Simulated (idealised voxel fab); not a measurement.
A process module follows: voxel released beams.
Shown is cross-section cut, with a width of 190 nm and square cells of size 5 nm.
Format of a cross-section: grid, square cells. Given as bands. Order: top down. Band: one or more rows of cells. Band: top and bottom heights (nm) first, top before bottom; then materials from left to right, widths in nm. "everywhere" marks a sole material filling the band edge to edge. "blank" denotes empty space. Beneath 0, the wafer as received is one material, and that level is where height counting begins. The lowest band goes on downward without a bottom; it is written like "from 0 down". When a width is written as two numbers, as in "30->40", the first number is the width in the top row of cells of the band and the second is the width in its bottom row, and the width changes by the same amount from each row to the next. When a step is marked "no modification", none of the cells in the cross-section changed during that step. You'll see "Closed cavity list" listing empty spaces that have no way open to the top, as long as they're 8 cells or more; the notation is width x height at distance, where the distance is from the left edge, and all of it is in nm. What comes after the settings on a step's line is commentary from the simulator itself on that step. Regarding "overlay nm": on a step with a mask, it is the distance the mask lay to the right of its planned place; a negative value places it to the left.

Steps in the process plan:
- 1: RECEIVE (material Si)
- 2: CONFORMAL_DEP (material Al2O3; thk nm 5)
- 3: DIRECTIONAL_DEP (material SiO2; thk nm 20)
- 4: MASKED_ETCH (tone open; mask id ANCHOR; width nm 35; etch materials SiO2; depth nm 20; overlay nm 0)
- 5: CONFORMAL_DEP (material W; thk nm 15)
- 6: DIRECTIONAL_DEP (material aC; thk nm 10)
- 7: PATTERN (tone cover; mask id BEAM; material resist; width nm 115; thk nm 25; overlay nm 0)
- 8: DIRECTIONAL_ETCH (etch materials aC; depth nm 10)
- 9: STRIP (etch materials resist)
- 10: DIRECTIONAL_ETCH (etch materials W; depth nm 15)
- 11: STRIP (etch materials aC)
- 12: STRIP (etch materials SiO2)

Cross-sectional view of the wafer in its as-received condition, corresponding to the state after step 1:
> from 0 down = Si everywhere
> Closed cavity list: none

Here's the wafer cut in cross-section after the module, started and planned just like above, except one thing was done wrong in the run:
> from 35 to 20 = blank 35 nm, then W 20 nm, then blank 5 nm, then W 90 nm, then blank 40 nm
> from 20 to 15 = blank 40 nm, then W 15 nm, then blank 5 nm, then W 15 nm, then blank 115 nm
> from 15 to 0 = blank 40 nm, then W 35 nm, then blank 115 nm
> from 0 down = Si everywhere
> Closed cavity list: none
The plan and the run diverged here: the run left out plan step 2 entirely, so it was never executed
